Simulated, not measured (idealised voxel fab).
process module | voxel gate over fins
cross-section cut | 230 nm wide | cells 5 nm
A cross-section is a grid of square cells, given in bands from the top down. A band is one or more rows of cells.
Each band's line starts with the height of the band's top and of its bottom, in nm. Then come its materials from left to right, each with its width in nm. One material with "throughout" fills the band from edge to edge. "air" is empty space.
Height 0 is the level under which the wafer as received is all one material. The lowest band goes on downwards, as in "0 down".
A width such as "30 to 40" changes by the same amount from each row of cells to the next, from the band's top row to its bottom row.
"no change" after a step means that no cell of the cross-section changed.
closed voids: empty space of 8 cells or more with no open way to the top, each as width x height at its distance from the left edge, in nm
after a step's settings: what the simulator itself notes on the step
overlay nm, on a step with a mask: how far to the right of its planned place the mask lay; to the left if negative
plan
1 op RECEIVE | material Si
2 op CONFORMAL_DEP | material SiN | thk nm 10
3 op PATTERN | tone cover | mask id FINS | material resist | width nm 15 | pitch nm 35 | thk nm 15 | overlay nm 0
4 op DIRECTIONAL_ETCH | etch materials SiN | depth nm 10
5 op DIRECTIONAL_ETCH | etch materials Si | depth nm 30
6 op STRIP | etch materials resist
7 op OXIDIZE | depth nm 5
8 op FILL_DEP | material SiO2 | thk nm 15
9 op CMP | height nm 10
10 op SELECTIVE_ETCH | etch materials SiO2 | depth nm 20
11 op STRIP | etch materials SiN
12 op CONFORMAL_DEP | material HfO2 | thk nm 5
13 op CONFORMAL_DEP | material TiN | thk nm 5
14 op CONFORMAL_DEP | material TiAl | thk nm 5
15 op CONFORMAL_DEP | material TiN | thk nm 5
16 op FILL_DEP | material W | thk nm 10
17 op CMP | height nm 25
18 op CONFORMAL_DEP | material SiCN | thk nm 10
as received, after step 1
  0 down: Si throughout
  closed voids: none
first wafer at the end, as planned
  35 to 25: SiCN throughout
  25 to 20: W throughout
  20 to 15: W 55 | TiN 115 | W 60
  15 to 10: W 55 | TiN 5 | TiAl 105 | TiN 5 | W 60
  10 to 5: TiN 60 | TiAl 5 | TiN 25 | TiAl 10 | TiN 25 | TiAl 10 | TiN 25 | TiAl 5 | TiN 65
  5 to 0: TiAl 65 | TiN 5 | HfO2 15 | TiN 5 | TiAl 10 | TiN 5 | HfO2 15 | TiN 5 | TiAl 10 | TiN 5 | HfO2 15 | TiN 5 | TiAl 70
  0 to -5: TiN 70 | HfO2 5 | Si 5 | HfO2 5 | TiN 20 | HfO2 5 | Si 5 | HfO2 5 | TiN 20 | HfO2 5 | Si 5 | HfO2 5 | TiN 75
  -5 to -10: HfO2 75 | Si 5 | HfO2 30 | Si 5 | HfO2 30 | Si 5 | HfO2 80
  -10 to -35: SiO2 75 | Si 5 | SiO2 30 | Si 5 | SiO2 30 | Si 5 | SiO2 80
  -35 down: Si throughout
  closed voids: none
second wafer at the end: like start, like plan, one mistake
  35 to 25: SiCN throughout
  25 to 20: W throughout
  20 to 15: W 50 | TiN 115 | W 65
  15 to 10: W 50 | TiN 5 | TiAl 105 | TiN 5 | W 65
  10 to 5: TiN 55 | TiAl 5 | TiN 25 | TiAl 10 | TiN 25 | TiAl 10 | TiN 25 | TiAl 5 | TiN 70
  5 to 0: TiAl 60 | TiN 5 | HfO2 15 | TiN 5 | TiAl 10 | TiN 5 | HfO2 15 | TiN 5 | TiAl 10 | TiN 5 | HfO2 15 | TiN 5 | TiAl 75
  0 to -5: TiN 65 | HfO2 5 | Si 5 | HfO2 5 | TiN 20 | HfO2 5 | Si 5 | HfO2 5 | TiN 20 | HfO2 5 | Si 5 | HfO2 5 | TiN 80
  -5 to -10: HfO2 70 | Si 5 | HfO2 30 | Si 5 | HfO2 30 | Si 5 | HfO2 85
  -10 to -35: SiO2 70 | Si 5 | SiO2 30 | Si 5 | SiO2 30 | Si 5 | SiO2 85
  -35 down: Si throughout
  closed voids: none
what went wrong: step 3 ran as: op PATTERN | tone cover | mask id FINS | material resist | width nm 15 | pitch nm 35 | thk nm 15 | overlay nm -5
at the end the second wafer has, in cells: as many of each material as the first, in other places
